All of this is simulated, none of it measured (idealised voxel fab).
Process module heading - voxel plated lines
The width of the displayed cross-section, cut, is 180 nm; its cells are square, with a size of 5 nm.
In this document a cross-section is written as a grid of square cells. It is given as a series of bands, listed from the top down, and a band is one or more rows of cells.
A band entry consists of two parts. The first gives the height of the band's top and the height of its bottom, in nm. The rest lists the band's materials from left to right, each with its width in nm. A single material labelled with the word "full width" fills the band from edge to edge, and the word "blank" marks empty space.
Measure heights from 0. That's the level where, below it, the as-received wafer is all one material. The lowest band is bottomless and extends downward; write it as in "0..down".
When a width is written as two numbers, as in "30 to 40", the first number is the width in the top row of cells of the band and the second is the width in its bottom row, and the width changes by the same amount from each row to the next.
"left unchanged" means the step left every cell of the cross-section as it was.
"Enclosed internal voids" lists enclosed empty spaces (at least 8 cells, no open path upward to the top), each as width x height at distance from the left edge, in nm.
If you see something after the settings on a step's line, that's the simulator's own remark about that step.
Among the settings permitted on a step's line is "overlay nm"; applied to a step with a mask, it specifies the extent to which the mask lay to the right of its planned position, whereas a negative figure signifies a position to the left.
### This section lists the process steps that were planned
step 1: RECEIVE (material Si)
step 2: CONFORMAL_DEP (material SiN; thk nm 10)
step 3: DIRECTIONAL_DEP (material TiN; thk nm 5)
step 4: PATTERN (tone open; mask id LINES; material resist; width nm 25; pitch nm 40; thk nm 40; overlay nm 0)
step 5: EPI (material Ru; thk nm 10)
step 6: EPI (material Ru; thk nm 10)
step 7: EPI (material Ru; thk nm 5)
step 8: STRIP (etch materials resist)
step 9: DIRECTIONAL_ETCH (etch materials TiN; depth nm 5)
step 10: CONFORMAL_DEP (material SiN; thk nm 10)
### The first wafer of two, processed as planned
### Cross-section of the wafer upon arrival, representing the state reached after step 1
    0..down  Si full width
    Enclosed internal voids: none
### Cross-section through the wafer, step 2 finished
    10..0  SiN full width
    Unchanged below 0.
### Cross-section through the wafer, step 3 finished
    15..10  TiN full width
    Unchanged below 10.
### Cross-section through the wafer, step 4 finished
    55..15  resist: 55 / blank: 25 / resist: 15 / blank: 25 / resist: 60
    Unchanged below 15.
### Cross-section through the wafer, step 5 finished
    55..25  resist: 55 / blank: 25 / resist: 15 / blank: 25 / resist: 60
    25..15  resist: 55 / Ru: 25 / resist: 15 / Ru: 25 / resist: 60
    Unchanged below 15.
### Cross-section through the wafer, step 6 finished
    55..35  resist: 55 / blank: 25 / resist: 15 / blank: 25 / resist: 60
    35..15  resist: 55 / Ru: 25 / resist: 15 / Ru: 25 / resist: 60
    Unchanged below 15.
### Cross-section through the wafer, step 7 finished
    55..40  resist: 55 / blank: 25 / resist: 15 / blank: 25 / resist: 60
    40..15  resist: 55 / Ru: 25 / resist: 15 / Ru: 25 / resist: 60
    Unchanged below 15.
### Cross-section through the wafer, step 8 finished
    40..15  blank: 55 / Ru: 25 / blank: 15 / Ru: 25 / blank: 60
    Unchanged below 15.
### Cross-section through the wafer, step 9 finished
    40..15  blank: 55 / Ru: 25 / blank: 15 / Ru: 25 / blank: 60
    15..10  blank: 55 / TiN: 25 / blank: 15 / TiN: 25 / blank: 60
    Unchanged below 10.
### Cross-section through the wafer, step 10 finished
    50..40  blank: 45 / SiN: 85 / blank: 50
    40..20  blank: 45 / SiN: 10 / Ru: 25 / SiN: 15 / Ru: 25 / SiN: 10 / blank: 50
    20..15  SiN: 55 / Ru: 25 / SiN: 15 / Ru: 25 / SiN: 60
    15..10  SiN: 55 / TiN: 25 / SiN: 15 / TiN: 25 / SiN: 60
    Unchanged below 10.
### Regarding the second of the two wafers: it shared the first wafer's starting condition and process plan, yet one error occurred during its execution. Its history coincides with that of the first wafer up to and including step 9
### Second wafer cross-section, taken as of the time the plan sets for step 10 to be done
    50..20  blank: 45 / Ru: 85 / blank: 50
    20..15  Ru full width
    15..10  Ru: 55 / TiN: 25 / Ru: 15 / TiN: 25 / Ru: 60
    Unchanged below 10.
Where did the run depart from the plan? step 10 off recipe, ran as CONFORMAL_DEP (material Ru; thk nm 10)
It is noted that, at the conclusion of processing, the second wafer exhibits a higher or lower cell count for certain materials relative to the first: Ru +114; SiN -114
